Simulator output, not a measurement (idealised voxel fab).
The process module presented herein is designated voxel ribs on slabs.
Displayed cross-section: cut, width of 270 nm, square cells sized 5 nm.
Bands, listed from the top down, are how a cross-section gets written in this document; the cross-section itself is a grid of square cells, and a band is one or more rows of them.
First you get the band's top height and its bottom height, in nm, and then the materials it's made of, left to right, with each width in nm. If you see a single material with "throughout", that one covers the band edge to edge. "blank" is empty space.
The reference from which all heights are counted is 0, the level beneath which the as-received wafer is entirely one material; the lowest band, having no lower bound, proceeds downward and is written after the example "from 0 down".
So if you see something like "30->40" for the width, read it as the top row of the band sitting at the first number and the bottom row at the second, with every row in between moving by the same amount as the last.
"no change occurred" means the step left every cell of the cross-section as it was.
"Listed closed voids" - sealed voids, min. 8 cells, no opening to top; format: width x height at distance (distance from left edge; nm throughout).
Text after the settings on a step's line: the simulator's own remark on that step.
Each step line may optionally specify "overlay nm", which for a step with a mask gives the rightward distance between the mask's planned place and where it lay, a negative value indicating the leftward direction.
[Planned step list for the process]
step 1: op RECEIVE | material Si
step 2: op DIRECTIONAL_DEP | material SiO2 | thk nm 25
step 3: op DIRECTIONAL_DEP | material polySi | thk nm 25
step 4: op DIRECTIONAL_DEP | material aC | thk nm 15
step 5: op PATTERN | tone cover | mask id RIB | material resist | width nm 20 | thk nm 30 | overlay nm 0
step 6: op DIRECTIONAL_ETCH | etch materials aC | depth nm 15
step 7: op STRIP | etch materials resist
step 8: op DIRECTIONAL_ETCH | etch materials polySi | depth nm 15
step 9: op STRIP | etch materials aC
step 10: op MASKED_ETCH | tone cover | mask id SLAB | width nm 70 | etch materials polySi | depth nm 10 | overlay nm 0
step 11: op FILL_DEP | material SiO2 | thk nm 30
step 12: op CMP | height nm 70
step 13: op DIRECTIONAL_DEP | material TiN | thk nm 10
step 14: op MASKED_ETCH | tone cover | mask id HEATER | width nm 30 | etch materials TiN | depth nm 10 | overlay nm 0
step 15: op CONFORMAL_DEP | material SiO2 | thk nm 10
[The first of a set of two wafers, run to plan]
[Cross-section of the wafer as it came to us, i.e., already through step 1]
  from 0 down | Si throughout
  Listed closed voids: none
[Wafer section view after processing step 2]
  from 25 to 0 | SiO2 throughout
  Unchanged below 0.
[Wafer section view after processing step 3]
  from 50 to 25 | polySi throughout
  Unchanged below 25.
[Wafer section view after processing step 4]
  from 65 to 50 | aC throughout
  Unchanged below 50.
[Wafer section view after processing step 5]
  from 95 to 65 | blank 125 nm; resist 20 nm; blank 125 nm
  Unchanged below 65.
[Wafer section view after processing step 6]
  from 80 to 65 | blank 125 nm; resist 20 nm; blank 125 nm
  from 65 to 50 | blank 125 nm; aC 20 nm; blank 125 nm
  Unchanged below 50.
[Wafer section view after processing step 7]
  from 65 to 50 | blank 125 nm; aC 20 nm; blank 125 nm
  Unchanged below 50.
[Wafer section view after processing step 8]
  from 65 to 50 | blank 125 nm; aC 20 nm; blank 125 nm
  from 50 to 35 | blank 125 nm; polySi 20 nm; blank 125 nm
  Unchanged below 35.
[Wafer section view after processing step 9]
  from 50 to 35 | blank 125 nm; polySi 20 nm; blank 125 nm
  Unchanged below 35.
[Wafer section view after processing step 10]
  from 50 to 35 | blank 125 nm; polySi 20 nm; blank 125 nm
  from 35 to 25 | blank 100 nm; polySi 70 nm; blank 100 nm
  Unchanged below 25.
[Wafer section view after processing step 11]
  from 80 to 50 | SiO2 throughout
  from 50 to 35 | SiO2 125 nm; polySi 20 nm; SiO2 125 nm
  from 35 to 25 | SiO2 100 nm; polySi 70 nm; SiO2 100 nm
  Unchanged below 25.
[Wafer section view after processing step 12]
  from 70 to 50 | SiO2 throughout
  Unchanged below 50.
[Wafer section view after processing step 13]
  from 80 to 70 | TiN throughout
  Unchanged below 70.
[Wafer section view after processing step 14]
  from 80 to 70 | blank 120 nm; TiN 30 nm; blank 120 nm
  Unchanged below 70.
[Wafer section view after processing step 15]
  from 90 to 80 | blank 110 nm; SiO2 50 nm; blank 110 nm
  from 80 to 70 | SiO2 120 nm; TiN 30 nm; SiO2 120 nm
  Unchanged below 70.
[Second Wafer (Identical Start and Plan, One Processing Error; Matches First Wafer Through Step 2)]
[Planned end of step 3: second wafer, cross-section]
  from 40 to 25 | aC throughout
  Unchanged below 25.
[Planned end of step 4: second wafer, cross-section]
  from 65 to 40 | polySi throughout
  Unchanged below 40.
[Planned end of step 5: second wafer, cross-section]
  from 95 to 65 | blank 125 nm; resist 20 nm; blank 125 nm
  Unchanged below 65.
[Planned end of step 6: second wafer, cross-section]
  from 80 to 65 | blank 125 nm; resist 20 nm; blank 125 nm
  Unchanged below 65.
[Planned end of step 7: second wafer, cross-section]
  from 65 to 40 | polySi throughout
  Unchanged below 40.
[Planned end of step 8: second wafer, cross-section]
  from 50 to 40 | polySi throughout
  Unchanged below 40.
Planned end of step 9: second wafer, cross-section: no change occurred
[Planned end of step 10: second wafer, cross-section]
  from 50 to 40 | blank 100 nm; polySi 70 nm; blank 100 nm
  Unchanged below 40.
[Planned end of step 11: second wafer, cross-section]
  from 80 to 50 | SiO2 throughout
  from 50 to 40 | SiO2 100 nm; polySi 70 nm; SiO2 100 nm
  Unchanged below 40.
[Planned end of step 12: second wafer, cross-section]
  from 70 to 50 | SiO2 throughout
  Unchanged below 50.
[Planned end of step 13: second wafer, cross-section]
  from 80 to 70 | TiN throughout
  Unchanged below 70.
[Planned end of step 14: second wafer, cross-section]
  from 80 to 70 | blank 120 nm; TiN 30 nm; blank 120 nm
  Unchanged below 70.
[Planned end of step 15: second wafer, cross-section]
  from 90 to 80 | blank 110 nm; SiO2 50 nm; blank 110 nm
  from 80 to 70 | SiO2 120 nm; TiN 30 nm; SiO2 120 nm
  Unchanged below 70.
Against the plan, the run slipped here: note: step 3 <-> step 4, run order reversed vs plan
at the end the second wafer has, in cells: -150 SiO2, +162 aC, -12 polySi
